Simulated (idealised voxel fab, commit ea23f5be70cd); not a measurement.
Documented hereafter: the process module known as voxel fin reveal.
255 nm wide, 5 nm square cells: that's cross-section cut.
Bands, listed from the top down, are how a cross-section gets written in this document; the cross-section itself is a grid of square cells, and a band is one or more rows of them. Per band: top height and bottom height in nm, followed by the left-to-right materials and their widths in nm; "everywhere" marks a single material spanning edge to edge, "air" marks empty space. The reference from which all heights are counted is 0, the level beneath which the as-received wafer is entirely one material; the lowest band, having no lower bound, proceeds downward and is written after the example "0..down". The notation "30 to 40" denotes a width that varies across the rows of cells in the band, beginning at the first number in the top row, finishing at the second number in the bottom row, and changing by an identical amount from each row to the next. Reading "identical to before" for a step: not a cell of the cross-section changed in it. The entry titled "Closed void entries" provides the empty spaces that have no open way to the top, restricted to those of 8 cells or more. Each is presented as width x height at distance, the distance being measured from the left edge, with all three in nm. Post-settings text on a step line: simulator's own remark regarding the step. overlay nm: where the mask lay relative to plan, measured to the right, on steps with a mask; negatives go left.

This section lists the process steps that were planned
step 1: RECEIVE, material Si
step 2: CONFORMAL_DEP, material SiN, thk nm 10
step 3: MASKED_ETCH, tone cover, mask id FINS, width nm 15, pitch nm 35, etch materials SiN, depth nm 10, overlay nm 0
step 4: MASKED_ETCH, tone cover, mask id FINS, width nm 15, pitch nm 35, etch materials Si, depth nm 35, overlay nm 0
step 5: FILL_DEP, material SiO2, thk nm 15
step 6: CMP, height nm 10
step 7: SELECTIVE_ETCH, etch materials SiO2, depth nm 20
step 8: STRIP, etch materials SiN

The cross-section here shows the wafer as received, i.e. in its state after step 1
    0..down | Si everywhere
    Closed void entries: none

Wafer cross-section at end of module: start and plan as shown above, one execution error
    0..-10 | air (65) / Si (15) / air (20) / Si (15) / air (20) / Si (15) / air (20) / Si (15) / air (70)
    -10..-20 | SiO2 (45) / air (20) / Si (15) / air (20) / Si (15) / air (20) / Si (15) / air (20) / Si (15) / air (20) / SiO2 (50)
    -20..-35 | SiO2 (65) / Si (15) / SiO2 (20) / Si (15) / SiO2 (20) / Si (15) / SiO2 (20) / Si (15) / SiO2 (70)
    -35..down | Si everywhere
    Closed void entries: none
Misprocessing identified: steps 7 and 8 were swapped
